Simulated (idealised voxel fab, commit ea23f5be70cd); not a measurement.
Process module, titled voxel fin reveal
The figure presents cross-section cut, which has a width of 275 nm and is divided into square cells with an edge length of 5 nm.
This document writes a cross-section as a grid whose cells are square, and gives it as bands, listed from the top down; one or more rows of cells form a band.
Band: top height; bottom height; in nm. Then, left to right: material with width in nm, for each material. "full width": a single material spanning edge to edge. "air": empty space.
Beneath 0, the wafer as received is one material, and that level is where height counting begins. The lowest band goes on downward without a bottom; it is written like "from 0 down".
Top row gets the first number, bottom row gets the second, and each row in between changes by the same step: that is how a band width like "30 to 40" works.
Given "nothing different" for a step, no cell of the cross-section differs between before and after that step.
Empty spaces without an open route to the top, at least 8 cells in extent, make up the entry "Closed void register"; each is given as width x height at distance, where the distance is measured from the left edge, and all are in nm.
Where a step's line continues beyond its settings, the continuation is a remark by the simulator itself on that step.
You can add "overlay nm" to a step's line. For a step with a mask, it describes how far the mask lay to the right of its planned position, and a negative number describes a lay to the left.

List of planned process steps:
- 1: RECEIVE | material Si
- 2: CONFORMAL_DEP | material SiN | thk nm 10
- 3: MASKED_ETCH | tone cover | mask id FINS | width nm 15 | pitch nm 45 | etch materials SiN | depth nm 10 | overlay nm 0
- 4: MASKED_ETCH | tone cover | mask id FINS | width nm 15 | pitch nm 45 | etch materials Si | depth nm 35 | overlay nm 0
- 5: OXIDIZE | depth nm 5
- 6: FILL_DEP | material SiO2 | thk nm 15
- 7: CMP | height nm 10
- 8: SELECTIVE_ETCH | etch materials SiO2 | depth nm 20
- 9: STRIP | etch materials SiN

First of two wafers, processed according to plan:

Cross-section: wafer on arrival = after step 1:
    from 0 down | Si full width
    Closed void register: none

The wafer, seen in cross-section, after step 2:
    from 10 to 0 | SiN full width
    Note: structure below 0 unchanged.

The wafer, seen in cross-section, after step 3:
    from 10 to 0 | air (60); SiN (15); air (30); SiN (15); air (30); SiN (15); air (30); SiN (15); air (65)
    Note: structure below 0 unchanged.

The wafer, seen in cross-section, after step 4:
    from 10 to 0 | air (60); SiN (15); air (30); SiN (15); air (30); SiN (15); air (30); SiN (15); air (65)
    from 0 to -35 | air (60); Si (15); air (30); Si (15); air (30); Si (15); air (30); Si (15); air (65)
    Note: structure below -35 unchanged.

The wafer, seen in cross-section, after step 5:
    from 10 to 0 | air (60); SiN (15); air (30); SiN (15); air (30); SiN (15); air (30); SiN (15); air (65)
    from 0 to -35 | air (60); SiO2 (5); Si (5); SiO2 (5); air (30); SiO2 (5); Si (5); SiO2 (5); air (30); SiO2 (5); Si (5); SiO2 (5); air (30); SiO2 (5); Si (5); SiO2 (5); air (65)
    from -35 to -40 | SiO2 (65); Si (5); SiO2 (40); Si (5); SiO2 (40); Si (5); SiO2 (40); Si (5); SiO2 (70)
    Note: structure below -40 unchanged.

The wafer, seen in cross-section, after step 6:
    from 25 to 10 | SiO2 full width
    from 10 to 0 | SiO2 (60); SiN (15); SiO2 (30); SiN (15); SiO2 (30); SiN (15); SiO2 (30); SiN (15); SiO2 (65)
    from 0 to -40 | SiO2 (65); Si (5); SiO2 (40); Si (5); SiO2 (40); Si (5); SiO2 (40); Si (5); SiO2 (70)
    Note: structure below -40 unchanged.

The wafer, seen in cross-section, after step 7:
    from 10 to 0 | SiO2 (60); SiN (15); SiO2 (30); SiN (15); SiO2 (30); SiN (15); SiO2 (30); SiN (15); SiO2 (65)
    Note: structure below 0 unchanged.

The wafer, seen in cross-section, after step 8:
    from 10 to 0 | air (60); SiN (15); air (30); SiN (15); air (30); SiN (15); air (30); SiN (15); air (65)
    from 0 to -10 | air (65); Si (5); air (40); Si (5); air (40); Si (5); air (40); Si (5); air (70)
    Note: structure below -10 unchanged.

The wafer, seen in cross-section, after step 9:
    from 0 to -10 | air (65); Si (5); air (40); Si (5); air (40); Si (5); air (40); Si (5); air (70)
    Note: structure below -10 unchanged.

The Second Wafer: Common Origin and Plan, One Mistake in Execution, Identical to the First Through Step 2:

Look at the second wafer in cross-section at the time step 3 ought to have finished:
    from 10 to 0 | SiN (60); air (15); SiN (30); air (15); SiN (30); air (15); SiN (30); air (15); SiN (65)
    Note: structure below 0 unchanged.

Look at the second wafer in cross-section at the time step 4 ought to have finished: nothing different

Look at the second wafer in cross-section at the time step 5 ought to have finished:
    from 10 to 0 | SiN (60); air (15); SiN (30); air (15); SiN (30); air (15); SiN (30); air (15); SiN (65)
    from 0 to -5 | Si (55); SiO2 (25); Si (20); SiO2 (25); Si (20); SiO2 (25); Si (20); SiO2 (25); Si (60)
    Note: structure below -5 unchanged.

Look at the second wafer in cross-section at the time step 6 ought to have finished:
    from 25 to 10 | SiO2 full width
    from 10 to 0 | SiN (60); SiO2 (15); SiN (30); SiO2 (15); SiN (30); SiO2 (15); SiN (30); SiO2 (15); SiN (65)
    Note: structure below 0 unchanged.

Look at the second wafer in cross-section at the time step 7 ought to have finished:
    from 10 to 0 | SiN (60); SiO2 (15); SiN (30); SiO2 (15); SiN (30); SiO2 (15); SiN (30); SiO2 (15); SiN (65)
    Note: structure below 0 unchanged.

Look at the second wafer in cross-section at the time step 8 ought to have finished:
    from 10 to 0 | SiN (60); air (15); SiN (30); air (15); SiN (30); air (15); SiN (30); air (15); SiN (65)
    from 0 to -5 | Si (55); air (25); Si (20); air (25); Si (20); air (25); Si (20); air (25); Si (60)
    Note: structure below -5 unchanged.

Look at the second wafer in cross-section at the time step 9 ought to have finished:
    from 0 to -5 | Si (55); air (25); Si (20); air (25); Si (20); air (25); Si (20); air (25); Si (60)
    Note: structure below -5 unchanged.
Against the plan, the run slipped here: heads up, step 3 didn't go per plan, it actually ran as MASKED_ETCH | tone open | mask id FINS | width nm 15 | pitch nm 45 | etch materials SiN | depth nm 10 | overlay nm 0
Cell-count delta at end, second wafer over first, by material: 388 more of Si, 306 fewer of SiO2
